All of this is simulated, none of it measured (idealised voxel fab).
process module | voxel ribs on slabs
cross-section cut | 260 nm wide | cells 5 nm
A cross-section is a grid of square cells, given in bands from the top down. A band is one or more rows of cells.
Each band's line starts with the height of the band's top and of its bottom, in nm. Then come its materials from left to right, each with its width in nm. One material with "throughout" fills the band from edge to edge. "air" is empty space.
Height 0 is the level under which the wafer as received is all one material. The lowest band goes on downwards, as in "0 down".
A width such as "30 to 40" changes by the same amount from each row of cells to the next, from the band's top row to its bottom row.
"no change" after a step means that no cell of the cross-section changed.
closed voids: empty space of 8 cells or more with no open way to the top, each as width x height at its distance from the left edge, in nm
after a step's settings: what the simulator itself notes on the step
overlay nm, on a step with a mask: how far to the right of its planned place the mask lay; to the left if negative
plan
1 op RECEIVE | material Si
2 op DIRECTIONAL_DEP | material SiO2 | thk nm 20
3 op DIRECTIONAL_DEP | material polySi | thk nm 25
4 op MASKED_ETCH | tone cover | mask id RIB | width nm 15 | etch materials polySi | depth nm 20 | overlay nm 0
5 op PATTERN | tone cover | mask id SLAB | material resist | width nm 75 | thk nm 20 | overlay nm 0
6 op DIRECTIONAL_ETCH | etch materials polySi | depth nm 5
7 op STRIP | etch materials resist
8 op FILL_DEP | material SiO2 | thk nm 25
9 op CMP | height nm 65
10 op DIRECTIONAL_DEP | material W | thk nm 5
11 op MASKED_ETCH | tone cover | mask id HEATER | width nm 25 | etch materials W | depth nm 5 | overlay nm 0
12 op CONFORMAL_DEP | material SiN | thk nm 5
as received, after step 1
  0 down: Si throughout
  closed voids: none
first wafer at the end, as planned
  75 to 70: air 110 | SiN 35 | air 115
  70 to 65: SiN 115 | W 25 | SiN 120
  65 to 45: SiO2 throughout
  45 to 25: SiO2 120 | polySi 15 | SiO2 125
  25 to 20: SiO2 90 | polySi 75 | SiO2 95
  20 to 0: SiO2 throughout
  0 down: Si throughout
  closed voids: none
second wafer at the end: like start, like plan, one mistake
  75 to 70: SiN throughout
  70 to 45: SiO2 throughout
  45 to 25: SiO2 120 | polySi 15 | SiO2 125
  25 to 20: SiO2 90 | polySi 75 | SiO2 95
  20 to 0: SiO2 throughout
  0 down: Si throughout
  closed voids: none
what went wrong: step 10 ran as: op DIRECTIONAL_DEP | material SiO2 | thk nm 5
at the end the second wafer has, in cells: 2 fewer of SiN | 52 more of SiO2 | 5 fewer of W
